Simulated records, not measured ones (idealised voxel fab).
Proc. module: voxel trench capacitor
For reference, the cross-section in this document is cut, with width 140 nm and square cells of 5 nm.
Throughout this document, each cross-section is represented as a grid of square cells and is presented as a sequence of bands enumerated from the top downward, where a band comprises one or more rows of cells.
For a band, the entry starts with two heights in nm, that of the top and then that of the bottom, and carries on with the band's materials in order from left to right, each alongside its width in nm; the word "edge to edge" beside a single material means it fills the band edge to edge, and "blank" means empty space.
For the purposes of this specification, 0 denotes the height below which the wafer in its as-received condition is composed wholly of one material, and the lowermost band, lacking a lower limit, extends downward without end, as expressed in "0..down".
The notation "30->40" denotes a width that varies across the rows of cells in the band, beginning at the first number in the top row, finishing at the second number in the bottom row, and changing by an identical amount from each row to the next.
The designation "nothing changed", where it is given for a processing step, indicates that no cell of the cross-section was altered in the course of that step.
"Voids, sealed" contains a list of empty spaces, each no smaller than 8 cells and without an open way to the top, written in the form width x height at distance with the distance from the left edge and all three in nm.
On a step's line, text after the settings is the simulator commenting on that step.
overlay nm: for a step with a mask, the amount by which the mask lay right of where it was planned; a negative amount means left of it.

# Process steps - plan
- 1: RECEIVE [material Si]
- 2: CONFORMAL_DEP [material SiN] [thk nm 10]
- 3: MASKED_ETCH [tone open] [mask id TRENCH] [width nm 20] [pitch nm 35] [etch materials SiN] [depth nm 10] [overlay nm 0]
- 4: MASKED_ETCH [tone open] [mask id TRENCH] [width nm 20] [pitch nm 35] [etch materials Si] [depth nm 35] [overlay nm 0]
- 5: CONFORMAL_DEP [material Al2O3] [thk nm 5]
- 6: FILL_DEP [material polySi] [thk nm 5]
- 7: CMP [height nm 10]

# First of two wafers, processed according to plan

# As-received wafer cross-section (after step 1)
> 0..down = Si edge to edge
> Voids, sealed: none

# Wafer section view after processing step 2
> 10..0 = SiN edge to edge
> All layers under 0 are left as they were.

# Wafer section view after processing step 3
> 10..0 = 40 SiN | 20 blank | 15 SiN | 20 blank | 45 SiN
> All layers under 0 are left as they were.

# Wafer section view after processing step 4
> 10..0 = 40 SiN | 20 blank | 15 SiN | 20 blank | 45 SiN
> 0..-35 = 40 Si | 20 blank | 15 Si | 20 blank | 45 Si
> All layers under -35 are left as they were.

# Wafer section view after processing step 5
> 15..10 = 45 Al2O3 | 10 blank | 25 Al2O3 | 10 blank | 50 Al2O3
> 10..0 = 40 SiN | 5 Al2O3 | 10 blank | 5 Al2O3 | 15 SiN | 5 Al2O3 | 10 blank | 5 Al2O3 | 45 SiN
> 0..-30 = 40 Si | 5 Al2O3 | 10 blank | 5 Al2O3 | 15 Si | 5 Al2O3 | 10 blank | 5 Al2O3 | 45 Si
> -30..-35 = 40 Si | 20 Al2O3 | 15 Si | 20 Al2O3 | 45 Si
> All layers under -35 are left as they were.

# Wafer section view after processing step 6
> 20..15 = polySi edge to edge
> 15..10 = 45 Al2O3 | 10 polySi | 25 Al2O3 | 10 polySi | 50 Al2O3
> 10..0 = 40 SiN | 5 Al2O3 | 10 polySi | 5 Al2O3 | 15 SiN | 5 Al2O3 | 10 polySi | 5 Al2O3 | 45 SiN
> 0..-30 = 40 Si | 5 Al2O3 | 10 polySi | 5 Al2O3 | 15 Si | 5 Al2O3 | 10 polySi | 5 Al2O3 | 45 Si
> All layers under -30 are left as they were.

# Wafer section view after processing step 7
> 10..0 = 40 SiN | 5 Al2O3 | 10 polySi | 5 Al2O3 | 15 SiN | 5 Al2O3 | 10 polySi | 5 Al2O3 | 45 SiN
> All layers under 0 are left as they were.

# The remaining wafer, second of the two, started like the first and was run to the same plan, except that one mistake was made along the way; the two coincide through step 1, inclusive

# Second wafer, cross-section, planned end of step 2
> 10..0 = polySi edge to edge
> All layers under 0 are left as they were.

Second wafer, cross-section, planned end of step 3: nothing changed

# Second wafer, cross-section, planned end of step 4
> 10..0 = 40 polySi | 20 blank | 15 polySi | 20 blank | 45 polySi
> 0..-25 = 40 Si | 20 blank | 15 Si | 20 blank | 45 Si
> All layers under -25 are left as they were.

# Second wafer, cross-section, planned end of step 5
> 15..10 = 45 Al2O3 | 10 blank | 25 Al2O3 | 10 blank | 50 Al2O3
> 10..0 = 40 polySi | 5 Al2O3 | 10 blank | 5 Al2O3 | 15 polySi | 5 Al2O3 | 10 blank | 5 Al2O3 | 45 polySi
> 0..-20 = 40 Si | 5 Al2O3 | 10 blank | 5 Al2O3 | 15 Si | 5 Al2O3 | 10 blank | 5 Al2O3 | 45 Si
> -20..-25 = 40 Si | 20 Al2O3 | 15 Si | 20 Al2O3 | 45 Si
> All layers under -25 are left as they were.

# Second wafer, cross-section, planned end of step 6
> 20..15 = polySi edge to edge
> 15..10 = 45 Al2O3 | 10 polySi | 25 Al2O3 | 10 polySi | 50 Al2O3
> 10..0 = 40 polySi | 5 Al2O3 | 10 polySi | 5 Al2O3 | 15 polySi | 5 Al2O3 | 10 polySi | 5 Al2O3 | 45 polySi
> 0..-20 = 40 Si | 5 Al2O3 | 10 polySi | 5 Al2O3 | 15 Si | 5 Al2O3 | 10 polySi | 5 Al2O3 | 45 Si
> All layers under -20 are left as they were.

# Second wafer, cross-section, planned end of step 7
> 10..0 = 40 polySi | 5 Al2O3 | 10 polySi | 5 Al2O3 | 15 polySi | 5 Al2O3 | 10 polySi | 5 Al2O3 | 45 polySi
> All layers under 0 are left as they were.
The mistake made against the process plan was this: rather than as planned, step 2 actually ran as CONFORMAL_DEP [material polySi] [thk nm 10]
Bottom line after processing is that, in cells, the second wafer is up or down on some materials versus the first: Al2O3: 8 fewer | Si: 16 more | SiN: 40 fewer | polySi: 32 more
